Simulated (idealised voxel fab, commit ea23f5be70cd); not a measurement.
process module | voxel capacitor over wiring
cross-section cut | 280 nm wide | cells 5 nm
A cross-section is a grid of square cells, given in bands from the top down. A band is one or more rows of cells.
Each band's line starts with the height of the band's top and of its bottom, in nm. Then come its materials from left to right, each with its width in nm. One material with "throughout" fills the band from edge to edge. "air" is empty space.
Height 0 is the level under which the wafer as received is all one material. The lowest band goes on downwards, as in "0 down".
A width such as "30 to 40" changes by the same amount from each row of cells to the next, from the band's top row to its bottom row.
"no change" after a step means that no cell of the cross-section changed.
closed voids: empty space of 8 cells or more with no open way to the top, each as width x height at its distance from the left edge, in nm
after a step's settings: what the simulator itself notes on the step
overlay nm, on a step with a mask: how far to the right of its planned place the mask lay; to the left if negative
plan
1 op RECEIVE | material Si
2 op CONFORMAL_DEP | material SiO2 | thk nm 10
3 op DIRECTIONAL_DEP | material TiN | thk nm 5
4 op DIRECTIONAL_DEP | material Ru | thk nm 15
5 op PATTERN | tone cover | mask id METAL_1 | material resist | width nm 25 | pitch nm 80 | thk nm 20 | overlay nm 0
6 op DIRECTIONAL_ETCH | etch materials Ru | depth nm 15
7 op DIRECTIONAL_ETCH | etch materials TiN | depth nm 5
8 op STRIP | etch materials resist
9 op CONFORMAL_DEP | material SiN | thk nm 5
10 op FILL_DEP | material SiO2 | thk nm 10
11 op CMP | height nm 30
12 op CONFORMAL_DEP | material SiCN | thk nm 5
13 op DIRECTIONAL_DEP | material lowk | thk nm 10
14 op DIRECTIONAL_DEP | material aC | thk nm 15
15 op PATTERN | tone open | mask id PLUG_1 | material resist | width nm 15 | thk nm 35 | overlay nm 0
16 op DIRECTIONAL_ETCH | etch materials aC | depth nm 15
17 op STRIP | etch materials resist
18 op DIRECTIONAL_ETCH | etch materials lowk | depth nm 10
19 op DIRECTIONAL_ETCH | etch materials SiCN | depth nm 5
20 op STRIP | etch materials aC
21 op CONFORMAL_DEP | material TiN | thk nm 5
22 op FILL_DEP | material W | thk nm 10
23 op CMP | height nm 45
24 op DIRECTIONAL_DEP | material TiN | thk nm 10
25 op DIRECTIONAL_DEP | material Al2O3 | thk nm 5
26 op DIRECTIONAL_DEP | material TiN | thk nm 10
27 op PATTERN | tone cover | mask id UPPER_PLATE | material resist | width nm 60 | thk nm 15 | overlay nm 0
28 op DIRECTIONAL_ETCH | etch materials TiN | depth nm 10
29 op DIRECTIONAL_ETCH | etch materials Al2O3 | depth nm 5
30 op STRIP | etch materials resist
31 op MASKED_ETCH | tone cover | mask id LOWER_PLATE | width nm 70 | etch materials TiN | depth nm 10 | overlay nm 0
32 op FILL_DEP | material SiO2 | thk nm 20
33 op CMP | height nm 85
34 op PATTERN | tone open | mask id PLUG_2 | material resist | width nm 15 | thk nm 15 | overlay nm 0
35 op DIRECTIONAL_ETCH | etch materials SiO2 | depth nm 15
36 op STRIP | etch materials resist
37 op CONFORMAL_DEP | material TiN | thk nm 5
38 op FILL_DEP | material Ru | thk nm 10
39 op CMP | height nm 85
40 op CONFORMAL_DEP | material SiCN | thk nm 5
first wafer, as planned
as received, after step 1
  0 down: Si throughout
  closed voids: none
after step 2
  10 to 0: SiO2 throughout
  below 0: unchanged
after step 3
  15 to 10: TiN throughout
  below 10: unchanged
after step 4
  30 to 15: Ru throughout
  below 15: unchanged
after step 5
  50 to 30: air 85 | resist 25 | air 55 | resist 25 | air 90
  below 30: unchanged
after step 6
  50 to 30: air 85 | resist 25 | air 55 | resist 25 | air 90
  30 to 15: air 85 | Ru 25 | air 55 | Ru 25 | air 90
  below 15: unchanged
after step 7
  50 to 30: air 85 | resist 25 | air 55 | resist 25 | air 90
  30 to 15: air 85 | Ru 25 | air 55 | Ru 25 | air 90
  15 to 10: air 85 | TiN 25 | air 55 | TiN 25 | air 90
  below 10: unchanged
after step 8
  30 to 15: air 85 | Ru 25 | air 55 | Ru 25 | air 90
  below 15: unchanged
after step 9
  35 to 30: air 80 | SiN 35 | air 45 | SiN 35 | air 85
  30 to 15: air 80 | SiN 5 | Ru 25 | SiN 5 | air 45 | SiN 5 | Ru 25 | SiN 5 | air 85
  15 to 10: SiN 85 | TiN 25 | SiN 55 | TiN 25 | SiN 90
  below 10: unchanged
after step 10
  45 to 35: SiO2 throughout
  35 to 30: SiO2 80 | SiN 35 | SiO2 45 | SiN 35 | SiO2 85
  30 to 15: SiO2 80 | SiN 5 | Ru 25 | SiN 5 | SiO2 45 | SiN 5 | Ru 25 | SiN 5 | SiO2 85
  below 15: unchanged
after step 11
  30 to 15: SiO2 80 | SiN 5 | Ru 25 | SiN 5 | SiO2 45 | SiN 5 | Ru 25 | SiN 5 | SiO2 85
  below 15: unchanged
after step 12
  35 to 30: SiCN throughout
  below 30: unchanged
after step 13
  45 to 35: lowk throughout
  below 35: unchanged
after step 14
  60 to 45: aC throughout
  below 45: unchanged
after step 15
  95 to 60: resist 95 | air 15 | resist 170
  below 60: unchanged
after step 16
  80 to 60: resist 95 | air 15 | resist 170
  60 to 45: aC 95 | air 15 | aC 170
  below 45: unchanged
after step 17
  60 to 45: aC 95 | air 15 | aC 170
  below 45: unchanged
after step 18
  60 to 45: aC 95 | air 15 | aC 170
  45 to 35: lowk 95 | air 15 | lowk 170
  below 35: unchanged
after step 19
  60 to 45: aC 95 | air 15 | aC 170
  45 to 35: lowk 95 | air 15 | lowk 170
  35 to 30: SiCN 95 | air 15 | SiCN 170
  below 30: unchanged
after step 20
  45 to 35: lowk 95 | air 15 | lowk 170
  below 35: unchanged
after step 21
  50 to 45: TiN 100 | air 5 | TiN 175
  45 to 35: lowk 95 | TiN 5 | air 5 | TiN 5 | lowk 170
  35 to 30: SiCN 95 | TiN 15 | SiCN 170
  below 30: unchanged
after step 22
  60 to 50: W throughout
  50 to 45: TiN 100 | W 5 | TiN 175
  45 to 35: lowk 95 | TiN 5 | W 5 | TiN 5 | lowk 170
  below 35: unchanged
after step 23
  45 to 35: lowk 95 | TiN 5 | W 5 | TiN 5 | lowk 170
  below 35: unchanged
after step 24
  55 to 45: TiN throughout
  below 45: unchanged
after step 25
  60 to 55: Al2O3 throughout
  below 55: unchanged
after step 26
  70 to 60: TiN throughout
  below 60: unchanged
after step 27
  85 to 70: air 95 | resist 60 | air 125
  below 70: unchanged
after step 28
  85 to 70: air 95 | resist 60 | air 125
  70 to 60: air 95 | TiN 60 | air 125
  below 60: unchanged
after step 29
  85 to 70: air 95 | resist 60 | air 125
  70 to 60: air 95 | TiN 60 | air 125
  60 to 55: air 95 | Al2O3 60 | air 125
  below 55: unchanged
after step 30
  70 to 60: air 95 | TiN 60 | air 125
  below 60: unchanged
after step 31
  70 to 60: air 95 | TiN 60 | air 125
  60 to 55: air 95 | Al2O3 60 | air 125
  55 to 45: air 90 | TiN 70 | air 120
  below 45: unchanged
after step 32
  90 to 70: SiO2 throughout
  70 to 60: SiO2 95 | TiN 60 | SiO2 125
  60 to 55: SiO2 95 | Al2O3 60 | SiO2 125
  55 to 45: SiO2 90 | TiN 70 | SiO2 120
  below 45: unchanged
after step 33
  85 to 70: SiO2 throughout
  below 70: unchanged
after step 34
  100 to 85: resist 105 | air 15 | resist 160
  below 85: unchanged
after step 35
  100 to 85: resist 105 | air 15 | resist 160
  85 to 70: SiO2 105 | air 15 | SiO2 160
  below 70: unchanged
after step 36
  85 to 70: SiO2 105 | air 15 | SiO2 160
  below 70: unchanged
after step 37
  90 to 85: TiN 110 | air 5 | TiN 165
  85 to 75: SiO2 105 | TiN 5 | air 5 | TiN 5 | SiO2 160
  75 to 70: SiO2 105 | TiN 15 | SiO2 160
  below 70: unchanged
after step 38
  100 to 90: Ru throughout
  90 to 85: TiN 110 | Ru 5 | TiN 165
  85 to 75: SiO2 105 | TiN 5 | Ru 5 | TiN 5 | SiO2 160
  below 75: unchanged
after step 39
  85 to 75: SiO2 105 | TiN 5 | Ru 5 | TiN 5 | SiO2 160
  below 75: unchanged
after step 40
  90 to 85: SiCN throughout
  below 85: unchanged
second wafer: like start, like plan, one mistake. Through step 21 it matches the first wafer
when step 22 should have ended
  60 to 50: SiCN throughout
  50 to 45: TiN 100 | SiCN 5 | TiN 175
  45 to 35: lowk 95 | TiN 5 | SiCN 5 | TiN 5 | lowk 170
  below 35: unchanged
when step 23 should have ended
  45 to 35: lowk 95 | TiN 5 | SiCN 5 | TiN 5 | lowk 170
  below 35: unchanged
when step 24 should have ended
  55 to 45: TiN throughout
  below 45: unchanged
when step 25 should have ended
  60 to 55: Al2O3 throughout
  below 55: unchanged
when step 26 should have ended
  70 to 60: TiN throughout
  below 60: unchanged
when step 27 should have ended
  85 to 70: air 95 | resist 60 | air 125
  below 70: unchanged
when step 28 should have ended
  85 to 70: air 95 | resist 60 | air 125
  70 to 60: air 95 | TiN 60 | air 125
  below 60: unchanged
when step 29 should have ended
  85 to 70: air 95 | resist 60 | air 125
  70 to 60: air 95 | TiN 60 | air 125
  60 to 55: air 95 | Al2O3 60 | air 125
  below 55: unchanged
when step 30 should have ended
  70 to 60: air 95 | TiN 60 | air 125
  below 60: unchanged
when step 31 should have ended
  70 to 60: air 95 | TiN 60 | air 125
  60 to 55: air 95 | Al2O3 60 | air 125
  55 to 45: air 90 | TiN 70 | air 120
  below 45: unchanged
when step 32 should have ended
  90 to 70: SiO2 throughout
  70 to 60: SiO2 95 | TiN 60 | SiO2 125
  60 to 55: SiO2 95 | Al2O3 60 | SiO2 125
  55 to 45: SiO2 90 | TiN 70 | SiO2 120
  below 45: unchanged
when step 33 should have ended
  85 to 70: SiO2 throughout
  below 70: unchanged
when step 34 should have ended
  100 to 85: resist 105 | air 15 | resist 160
  below 85: unchanged
when step 35 should have ended
  100 to 85: resist 105 | air 15 | resist 160
  85 to 70: SiO2 105 | air 15 | SiO2 160
  below 70: unchanged
when step 36 should have ended
  85 to 70: SiO2 105 | air 15 | SiO2 160
  below 70: unchanged
when step 37 should have ended
  90 to 85: TiN 110 | air 5 | TiN 165
  85 to 75: SiO2 105 | TiN 5 | air 5 | TiN 5 | SiO2 160
  75 to 70: SiO2 105 | TiN 15 | SiO2 160
  below 70: unchanged
when step 38 should have ended
  100 to 90: Ru throughout
  90 to 85: TiN 110 | Ru 5 | TiN 165
  85 to 75: SiO2 105 | TiN 5 | Ru 5 | TiN 5 | SiO2 160
  below 75: unchanged
when step 39 should have ended
  85 to 75: SiO2 105 | TiN 5 | Ru 5 | TiN 5 | SiO2 160
  below 75: unchanged
when step 40 should have ended
  90 to 85: SiCN throughout
  below 85: unchanged
what went wrong: step 22 ran as: op FILL_DEP | material SiCN | thk nm 10
at the end the second wafer has, in cells: 2 more of SiCN | 2 fewer of W
